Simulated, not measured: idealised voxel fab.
Name of the process module below: voxel lift off
In the cross-section labelled cut, the width is 205 nm and each square cell is 5 nm.
Square cells in a grid make up a cross-section in this document, and the grid is given as bands, listed from the top down, each one or more rows of cells. Each band's line starts with the height of the band's top and of its bottom, in nm. Then come its materials from left to right, each with its width in nm. One material with "all across" fills the band from edge to edge. "empty" is empty space. Beneath 0, the wafer as received is one material, and that level is where height counting begins. The lowest band goes on downward without a bottom; it is written like "0 nm and below". The width entry "30 to 40" should be interpreted row by row: the top row of cells in the band takes the first number, the bottom row takes the second number, and the change between adjacent rows is uniform throughout. Step marked "no change occurred"? Then no cell in the cross-section changed in it. Empty spaces without an open route to the top, at least 8 cells in extent, make up the entry "Closed voids list"; each is given as width x height at distance, where the distance is measured from the left edge, and all are in nm. Text after the settings on a step's line: the simulator's own remark on that step. A step's line can hold "overlay nm"; with a mask on that step, the setting says how far right of the planned place the mask lay, while a negative setting says it lay to the left.

LIST OF PLANNED PROCESS STEPS
- 1: RECEIVE (material Si)
- 2: CONFORMAL_DEP (material Al2O3; thk nm 15)
- 3: PATTERN (tone open; mask id LINES; material resist; width nm 25; pitch nm 50; thk nm 20; overlay nm 0)
- 4: DIRECTIONAL_DEP (material Ru; thk nm 5)
- 5: STRIP (etch materials resist)
- 6: CONFORMAL_DEP (material SiN; thk nm 10)

THE CROSS-SECTION HERE SHOWS THE WAFER AS RECEIVED, I.E. IN ITS STATE AFTER STEP 1
	0 nm and below  Si all across
	Closed voids list: none

POST-MODULE CROSS-SECTION: IDENTICAL START AND PLAN TO THOSE ABOVE, ONE MISSTEP IN EXECUTION
	20 nm to 15 nm  65 empty | 25 Ru | 25 empty | 25 Ru | 65 empty
	15 nm to 0 nm  Al2O3 all across
	0 nm and below  Si all across
	Closed voids list: none
Against the plan, the run slipped here: heads up, step 6 of the plan was skipped and never actually ran
